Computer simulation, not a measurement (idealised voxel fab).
Process module, titled voxel tone inversion
Cross-section cut: width 175 nm, square cells of 5 nm.
Throughout this document, each cross-section is represented as a grid of square cells and is presented as a sequence of bands enumerated from the top downward, where a band comprises one or more rows of cells. Basically the band line says how high the top is and how high the bottom is, in nm, and then what's in it from left to right, every material with its width in nm. Empty space shows up as "empty", and if a single material carries "full width" it runs the full band edge to edge. Heights are measured from 0, the level below which the as-received wafer is all one material; the lowest band has no bottom and continues downward, written as in "0 and below". Width: "30->40" (first number = top row, second number = bottom row, same change from row to row of cells). No cell of the cross-section changed in a step that is given as "same as before". The label "Closed cavity list" introduces a list of the empty spaces, 8 cells or larger, that have no open way up to the top; each entry in it reads width x height at distance, where the distance is taken from the left edge and all three are stated in nm. Note: text after step settings on the step line = simulator remark on that step. A step's line can hold "overlay nm"; with a mask on that step, the setting says how far right of the planned place the mask lay, while a negative setting says it lay to the left.

Process steps (planned)
| 1 | RECEIVE with material Si |
| 2 | CONFORMAL_DEP with material SiN, thk nm 5 |
| 3 | DIRECTIONAL_DEP with material aC, thk nm 15 |
| 4 | PATTERN with tone cover, mask id POSTS, material resist, width nm 25, pitch nm 55, thk nm 20, overlay nm 0 |
| 5 | DIRECTIONAL_ETCH with etch materials aC, depth nm 15 |
| 6 | STRIP with etch materials resist |
| 7 | FILL_DEP with material lowk, thk nm 5 |
| 8 | CMP with height nm 20 |
| 9 | STRIP with etch materials aC |
| 10 | CONFORMAL_DEP with material TiN, thk nm 5 |
| 11 | FILL_DEP with material Ru, thk nm 5 |
| 12 | CMP with height nm 20 |
| 13 | CONFORMAL_DEP with material SiCN, thk nm 5 |

Wafer at receipt (post step 1), cross-section
0 and below: Si full width
Closed cavity list: none

A wafer at the end: this start, this plan, one mistake
25 down to 20: SiCN full width
20 down to 15: lowk full width
15 down to 0: 20 of lowk; 25 of aC; 30 of lowk; 25 of aC; 30 of lowk; 25 of aC; 20 of lowk
0 and below: Si full width
Closed cavity list: none
Against the plan, the run slipped here: not run: step 2 of the plan (skipped)
